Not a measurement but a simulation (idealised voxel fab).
process module | voxel capacitor over wiring
cross-section cut | 190 nm wide | cells 5 nm
A cross-section is a grid of square cells, given in bands from the top down. A band is one or more rows of cells.
Each band's line starts with the height of the band's top and of its bottom, in nm. Then come its materials from left to right, each with its width in nm. One material with "throughout" fills the band from edge to edge. "air" is empty space.
Height 0 is the level under which the wafer as received is all one material. The lowest band goes on downwards, as in "0 down".
A width such as "30 to 40" changes by the same amount from each row of cells to the next, from the band's top row to its bottom row.
"no change" after a step means that no cell of the cross-section changed.
closed voids: empty space of 8 cells or more with no open way to the top, each as width x height at its distance from the left edge, in nm
after a step's settings: what the simulator itself notes on the step
overlay nm, on a step with a mask: how far to the right of its planned place the mask lay; to the left if negative
plan
1 op RECEIVE | material Si
2 op CONFORMAL_DEP | material SiO2 | thk nm 15
3 op DIRECTIONAL_DEP | material TiN | thk nm 5
4 op DIRECTIONAL_DEP | material Ru | thk nm 20
5 op DIRECTIONAL_DEP | material aC | thk nm 10
6 op PATTERN | tone cover | mask id METAL_1 | material resist | width nm 20 | pitch nm 70 | thk nm 25 | overlay nm 0
7 op DIRECTIONAL_ETCH | etch materials aC | depth nm 10
8 op STRIP | etch materials resist
9 op DIRECTIONAL_ETCH | etch materials Ru | depth nm 20
10 op DIRECTIONAL_ETCH | etch materials TiN | depth nm 5
11 op STRIP | etch materials aC
12 op CONFORMAL_DEP | material SiN | thk nm 5
13 op FILL_DEP | material SiO2 | thk nm 10
14 op CMP | height nm 40
15 op CONFORMAL_DEP | material SiCN | thk nm 5
16 op DIRECTIONAL_DEP | material lowk | thk nm 10
17 op MASKED_ETCH | tone open | mask id PLUG_1 | width nm 15 | etch materials lowk | depth nm 10 | overlay nm 0
18 op MASKED_ETCH | tone open | mask id PLUG_1 | width nm 15 | etch materials SiCN | depth nm 5 | overlay nm 0
19 op EPI | material Ru | thk nm 10
20 op EPI | material Ru | thk nm 5
21 op DIRECTIONAL_DEP | material TiN | thk nm 5
22 op DIRECTIONAL_DEP | material HfO2 | thk nm 5
23 op DIRECTIONAL_DEP | material TiN | thk nm 5
24 op DIRECTIONAL_DEP | material aC | thk nm 10
25 op PATTERN | tone cover | mask id UPPER_PLATE | material resist | width nm 55 | thk nm 30 | overlay nm 0
26 op DIRECTIONAL_ETCH | etch materials aC | depth nm 10
27 op STRIP | etch materials resist
28 op DIRECTIONAL_ETCH | etch materials TiN | depth nm 5
29 op DIRECTIONAL_ETCH | etch materials HfO2 | depth nm 5
30 op STRIP | etch materials aC
31 op MASKED_ETCH | tone cover | mask id LOWER_PLATE | width nm 65 | etch materials TiN | depth nm 5 | overlay nm 0
32 op FILL_DEP | material SiO2 | thk nm 15
33 op CMP | height nm 80
34 op PATTERN | tone open | mask id PLUG_2 | material resist | width nm 15 | thk nm 15 | overlay nm 0
35 op DIRECTIONAL_ETCH | etch materials SiO2 | depth nm 10
36 op STRIP | etch materials resist
37 op CONFORMAL_DEP | material TiN | thk nm 5
38 op FILL_DEP | material Cu | thk nm 5
39 op CMP | height nm 80
40 op CONFORMAL_DEP | material SiN | thk nm 5
first wafer, as planned
as received, after step 1
  0 down: Si throughout
  closed voids: none
after step 2
  15 to 0: SiO2 throughout
  below 0: unchanged
after step 3
  20 to 15: TiN throughout
  below 15: unchanged
after step 4
  40 to 20: Ru throughout
  below 20: unchanged
after step 5
  50 to 40: aC throughout
  below 40: unchanged
after step 6
  75 to 50: air 50 | resist 20 | air 50 | resist 20 | air 50
  below 50: unchanged
after step 7
  65 to 50: air 50 | resist 20 | air 50 | resist 20 | air 50
  50 to 40: air 50 | aC 20 | air 50 | aC 20 | air 50
  below 40: unchanged
after step 8
  50 to 40: air 50 | aC 20 | air 50 | aC 20 | air 50
  below 40: unchanged
after step 9
  50 to 40: air 50 | aC 20 | air 50 | aC 20 | air 50
  40 to 20: air 50 | Ru 20 | air 50 | Ru 20 | air 50
  below 20: unchanged
after step 10
  50 to 40: air 50 | aC 20 | air 50 | aC 20 | air 50
  40 to 20: air 50 | Ru 20 | air 50 | Ru 20 | air 50
  20 to 15: air 50 | TiN 20 | air 50 | TiN 20 | air 50
  below 15: unchanged
after step 11
  40 to 20: air 50 | Ru 20 | air 50 | Ru 20 | air 50
  below 20: unchanged
after step 12
  45 to 40: air 45 | SiN 30 | air 40 | SiN 30 | air 45
  40 to 20: air 45 | SiN 5 | Ru 20 | SiN 5 | air 40 | SiN 5 | Ru 20 | SiN 5 | air 45
  20 to 15: SiN 50 | TiN 20 | SiN 50 | TiN 20 | SiN 50
  below 15: unchanged
after step 13
  55 to 45: SiO2 throughout
  45 to 40: SiO2 45 | SiN 30 | SiO2 40 | SiN 30 | SiO2 45
  40 to 20: SiO2 45 | SiN 5 | Ru 20 | SiN 5 | SiO2 40 | SiN 5 | Ru 20 | SiN 5 | SiO2 45
  below 20: unchanged
after step 14
  40 to 20: SiO2 45 | SiN 5 | Ru 20 | SiN 5 | SiO2 40 | SiN 5 | Ru 20 | SiN 5 | SiO2 45
  below 20: unchanged
after step 15
  45 to 40: SiCN throughout
  below 40: unchanged
after step 16
  55 to 45: lowk throughout
  below 45: unchanged
after step 17
  55 to 45: lowk 55 | air 15 | lowk 120
  below 45: unchanged
after step 18
  55 to 45: lowk 55 | air 15 | lowk 120
  45 to 40: SiCN 55 | air 15 | SiCN 120
  below 40: unchanged
after step 19
  55 to 50: lowk 55 | air 15 | lowk 120
  50 to 45: lowk 55 | Ru 15 | lowk 120
  45 to 40: SiCN 55 | Ru 15 | SiCN 120
  below 40: unchanged
after step 20
  55 to 45: lowk 55 | Ru 15 | lowk 120
  below 45: unchanged
after step 21
  60 to 55: TiN throughout
  below 55: unchanged
after step 22
  65 to 60: HfO2 throughout
  below 60: unchanged
after step 23
  70 to 65: TiN throughout
  below 65: unchanged
after step 24
  80 to 70: aC throughout
  below 70: unchanged
after step 25
  110 to 80: air 55 | resist 55 | air 80
  below 80: unchanged
after step 26
  100 to 80: air 55 | resist 55 | air 80
  80 to 70: air 55 | aC 55 | air 80
  below 70: unchanged
after step 27
  80 to 70: air 55 | aC 55 | air 80
  below 70: unchanged
after step 28
  80 to 70: air 55 | aC 55 | air 80
  70 to 65: air 55 | TiN 55 | air 80
  below 65: unchanged
after step 29
  80 to 70: air 55 | aC 55 | air 80
  70 to 65: air 55 | TiN 55 | air 80
  65 to 60: air 55 | HfO2 55 | air 80
  below 60: unchanged
after step 30
  70 to 65: air 55 | TiN 55 | air 80
  below 65: unchanged
after step 31
  70 to 65: air 55 | TiN 55 | air 80
  65 to 60: air 55 | HfO2 55 | air 80
  60 to 55: air 50 | TiN 65 | air 75
  below 55: unchanged
after step 32
  85 to 70: SiO2 throughout
  70 to 65: SiO2 55 | TiN 55 | SiO2 80
  65 to 60: SiO2 55 | HfO2 55 | SiO2 80
  60 to 55: SiO2 50 | TiN 65 | SiO2 75
  below 55: unchanged
after step 33
  80 to 70: SiO2 throughout
  below 70: unchanged
after step 34
  95 to 80: resist 65 | air 15 | resist 110
  below 80: unchanged
after step 35
  95 to 80: resist 65 | air 15 | resist 110
  80 to 70: SiO2 65 | air 15 | SiO2 110
  below 70: unchanged
after step 36
  80 to 70: SiO2 65 | air 15 | SiO2 110
  below 70: unchanged
after step 37
  85 to 80: TiN 70 | air 5 | TiN 115
  80 to 75: SiO2 65 | TiN 5 | air 5 | TiN 5 | SiO2 110
  75 to 65: SiO2 65 to 55 | TiN 15 to 55 | SiO2 110 to 80
  below 65: unchanged
after step 38
  90 to 85: Cu throughout
  85 to 80: TiN 70 | Cu 5 | TiN 115
  80 to 75: SiO2 65 | TiN 5 | Cu 5 | TiN 5 | SiO2 110
  below 75: unchanged
after step 39
  80 to 75: SiO2 65 | TiN 5 | Cu 5 | TiN 5 | SiO2 110
  below 75: unchanged
after step 40
  85 to 80: SiN throughout
  below 80: unchanged
second wafer: like start, like plan, one mistake. Through step 30 it matches the first wafer
when step 31 should have ended
  65 to 60: air 55 | HfO2 55 | air 80
  60 to 55: TiN 50 | air 5 | TiN 55 | air 5 | TiN 75
  below 55: unchanged
when step 32 should have ended
  80 to 65: SiO2 throughout
  65 to 60: SiO2 55 | HfO2 55 | SiO2 80
  60 to 55: TiN 50 | SiO2 5 | TiN 55 | SiO2 5 | TiN 75
  below 55: unchanged
when step 33 should have ended: no change
when step 34 should have ended
  95 to 80: resist 65 | air 15 | resist 110
  below 80: unchanged
when step 35 should have ended
  95 to 80: resist 65 | air 15 | resist 110
  80 to 70: SiO2 65 | air 15 | SiO2 110
  below 70: unchanged
when step 36 should have ended
  80 to 70: SiO2 65 | air 15 | SiO2 110
  below 70: unchanged
when step 37 should have ended
  85 to 80: TiN 70 | air 5 | TiN 115
  80 to 75: SiO2 65 | TiN 5 | air 5 | TiN 5 | SiO2 110
  75 to 70: SiO2 65 | TiN 15 | SiO2 110
  below 70: unchanged
when step 38 should have ended
  90 to 85: Cu throughout
  85 to 80: TiN 70 | Cu 5 | TiN 115
  80 to 75: SiO2 65 | TiN 5 | Cu 5 | TiN 5 | SiO2 110
  below 75: unchanged
when step 39 should have ended
  80 to 75: SiO2 65 | TiN 5 | Cu 5 | TiN 5 | SiO2 110
  below 75: unchanged
when step 40 should have ended
  85 to 80: SiN throughout
  below 80: unchanged
what went wrong: step 31 ran as: op MASKED_ETCH | tone open | mask id LOWER_PLATE | width nm 65 | etch materials TiN | depth nm 5 | overlay nm 0
at the end the second wafer has, in cells: 12 fewer of SiO2 | 12 more of TiN
